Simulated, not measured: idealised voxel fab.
process module | voxel plated lines
cross-section cut | 265 nm wide | cells 5 nm
A cross-section is a grid of square cells, given in bands from the top down. A band is one or more rows of cells.
Each band's line starts with the height of the band's top and of its bottom, in nm. Then come its materials from left to right, each with its width in nm. One material with "throughout" fills the band from edge to edge. "air" is empty space.
Height 0 is the level under which the wafer as received is all one material. The lowest band goes on downwards, as in "0 down".
A width such as "30 to 40" changes by the same amount from each row of cells to the next, from the band's top row to its bottom row.
"no change" after a step means that no cell of the cross-section changed.
closed voids: empty space of 8 cells or more with no open way to the top, each as width x height at its distance from the left edge, in nm
after a step's settings: what the simulator itself notes on the step
overlay nm, on a step with a mask: how far to the right of its planned place the mask lay; to the left if negative
plan
1 op RECEIVE | material Si
2 op CONFORMAL_DEP | material SiO2 | thk nm 5
3 op DIRECTIONAL_DEP | material TiN | thk nm 5
4 op PATTERN | tone open | mask id LINES | material resist | width nm 15 | pitch nm 40 | thk nm 25 | overlay nm -15
5 op EPI | material Ru | thk nm 5
6 op EPI | material Ru | thk nm 5
7 op STRIP | etch materials resist
8 op DIRECTIONAL_ETCH | etch materials TiN | depth nm 5
9 op CONFORMAL_DEP | material SiCN | thk nm 10
varied across the wafers: overlay nm of step 4. The plan shows the first wafer's value. All wafers start alike
first wafer as received, after step 1
  0 down: Si throughout
  closed voids: none
each wafer at the end: cells of each material gained (+) or lost (-) since it was received, then its closed voids
overlay nm -15 | +12 Ru | +130 SiCN | +53 SiO2 | +6 TiN | closed voids: none
overlay nm -10 | +12 Ru | +130 SiCN | +53 SiO2 | +6 TiN | closed voids: none
overlay nm -5 | +12 Ru | +130 SiCN | +53 SiO2 | +6 TiN | closed voids: none
overlay nm 0 | +12 Ru | +130 SiCN | +53 SiO2 | +6 TiN | closed voids: none
overlay nm 5 | +12 Ru | +130 SiCN | +53 SiO2 | +6 TiN | closed voids: none
overlay nm 10 | +12 Ru | +130 SiCN | +53 SiO2 | +6 TiN | closed voids: none
overlay nm 15 | +12 Ru | +130 SiCN | +53 SiO2 | +6 TiN | closed voids: none
